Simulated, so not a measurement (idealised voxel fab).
Process module heading - voxel ribs on slabs
This is section cut - it's 145 nm across, gridded in 5 nm square cells.
We lay out every cross-section as a grid of square cells and spell it out in bands from the top down, where one band means one or more rows of cells.
For a band, the entry starts with two heights in nm, that of the top and then that of the bottom, and carries on with the band's materials in order from left to right, each alongside its width in nm; the word "edge to edge" beside a single material means it fills the band edge to edge, and "blank" means empty space.
Measure heights from 0. That's the level where, below it, the as-received wafer is all one material. The lowest band is bottomless and extends downward; write it as in "from 0 down".
You'd read "30 to 40" like this: the band's top row of cells is as wide as the first number, its bottom row is as wide as the second, and going down, every row changes width by the same amount as the row before did.
"all unchanged" -> step changed no cross-section cell.
The label "Enclosed voids" introduces a list of the empty spaces, 8 cells or larger, that have no open way up to the top; each entry in it reads width x height at distance, where the distance is taken from the left edge and all three are stated in nm.
Read whatever lies past the settings on a step's line as the simulator's own remark about the step.
overlay nm: right-of-plan distance of the mask on a masked step; negative values mean left-of-plan.
The following list gives the planned process steps
1) op RECEIVE | material Si
2) op DIRECTIONAL_DEP | material SiO2 | thk nm 20
3) op DIRECTIONAL_DEP | material polySi | thk nm 20
4) op DIRECTIONAL_DEP | material aC | thk nm 15
5) op PATTERN | tone cover | mask id RIB | material resist | width nm 15 | thk nm 35 | overlay nm 0
6) op DIRECTIONAL_ETCH | etch materials aC | depth nm 15
7) op STRIP | etch materials resist
8) op DIRECTIONAL_ETCH | etch materials polySi | depth nm 15
9) op STRIP | etch materials aC
10) op PATTERN | tone cover | mask id SLAB | material resist | width nm 65 | thk nm 20 | overlay nm 0
11) op DIRECTIONAL_ETCH | etch materials polySi | depth nm 5
12) op STRIP | etch materials resist
13) op FILL_DEP | material SiO2 | thk nm 20
14) op CMP | height nm 50
15) op DIRECTIONAL_DEP | material W | thk nm 5
16) op MASKED_ETCH | tone cover | mask id HEATER | width nm 25 | etch materials W | depth nm 5 | overlay nm 0
17) op CONFORMAL_DEP | material SiN | thk nm 5
So this is the incoming wafer in cross-section - it's already been through step 1
from 0 down | Si edge to edge
Enclosed voids: none
Here's the cross-section of the first of our two wafers at the end of the module - it ran as planned
from 60 to 55 | blank 55 nm, SiN 35 nm, blank 55 nm
from 55 to 50 | SiN 60 nm, W 25 nm, SiN 60 nm
from 50 to 40 | SiO2 edge to edge
from 40 to 25 | SiO2 65 nm, polySi 15 nm, SiO2 65 nm
from 25 to 20 | SiO2 40 nm, polySi 65 nm, SiO2 40 nm
from 20 to 0 | SiO2 edge to edge
from 0 down | Si edge to edge
Enclosed voids: none
Module end: cross-section of wafer two of two. Same start and process plan as the first wafer. One mistake during execution
from 60 to 55 | blank 55 nm, SiN 35 nm, blank 55 nm
from 55 to 50 | SiN 60 nm, W 25 nm, SiN 60 nm
from 50 to 40 | SiO2 edge to edge
from 40 to 25 | SiO2 65 nm, polySi 15 nm, SiO2 65 nm
from 25 to 20 | SiO2 35 nm, polySi 75 nm, SiO2 35 nm
from 20 to 0 | SiO2 edge to edge
from 0 down | Si edge to edge
Enclosed voids: none
Nonconformance to the process plan: it should be noted that step 10 was executed with settings other than those planned, the operation and settings actually applied being op PATTERN | tone cover | mask id SLAB | material resist | width nm 75 | thk nm 20 | overlay nm 0
Heads up, by the end the second wafer has more or fewer cells of some materials compared to the first: -2 SiO2; +2 polySi
